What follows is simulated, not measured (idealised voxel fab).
voxel plated lines: a process module
For reference, the cross-section in this document is cut, with width 260 nm and square cells of 5 nm.
Cross-section = grid of square cells, listed top down in bands; band = one or more rows. Quick guide to a band line: top height, bottom height (nm) up front; then every material left to right with its width in nm. Only one material and it's marked "edge to edge"? Then it fills the band edge to edge. And "empty" just means empty space. For the purposes of this specification, 0 denotes the height below which the wafer in its as-received condition is composed wholly of one material, and the lowermost band, lacking a lower limit, extends downward without end, as expressed in "0 down". So if you see something like "30->40" for the width, read it as the top row of the band sitting at the first number and the bottom row at the second, with every row in between moving by the same amount as the last. When a step is marked "no alteration", none of the cells in the cross-section changed during that step. Trapped void list: empty space of 8 cells or more with no open way to the top, each as width x height at its distance from the left edge, in nm. Formally, on a step line, whatever follows the settings is a remark that the simulator itself makes on the step. "overlay nm" on a masked step: distance the mask lay right of its planned place, negative for left.
**The following list gives the planned process steps**
1: RECEIVE: material Si
2: CONFORMAL_DEP: material SiN, thk nm 15
3: DIRECTIONAL_DEP: material TiN, thk nm 5
4: PATTERN: tone open, mask id LINES, material resist, width nm 15, pitch nm 30, thk nm 15, overlay nm 0
5: EPI: material Ru, thk nm 10
6: STRIP: etch materials resist
7: DIRECTIONAL_ETCH: etch materials TiN, depth nm 5
8: CONFORMAL_DEP: material SiCN, thk nm 10
**Wafer as received: cross-section following step 1**
* 0 down: Si edge to edge
* Trapped void list: none
**a wafer at the end: this start, this plan, one mistake**
* 40 to 30: empty=75 | SiCN=95 | empty=90
* 30 to 25: empty=75 | SiCN=10 | Ru=15 | SiCN=15 | Ru=15 | SiCN=15 | Ru=15 | SiCN=10 | empty=90
* 25 to 20: SiCN=85 | Ru=15 | SiCN=15 | Ru=15 | SiCN=15 | Ru=15 | SiCN=100
* 20 to 15: SiCN=85 | TiN=15 | SiCN=15 | TiN=15 | SiCN=15 | TiN=15 | SiCN=100
* 15 to 0: SiN edge to edge
* 0 down: Si edge to edge
* Trapped void list: none
In executing the process, a mistake was made relative to the plan: so step 4 ended up running with a different setting than we planned, it ran as PATTERN: tone open, mask id LINES, material resist, width nm 15, pitch nm 30, thk nm 15, overlay nm -5
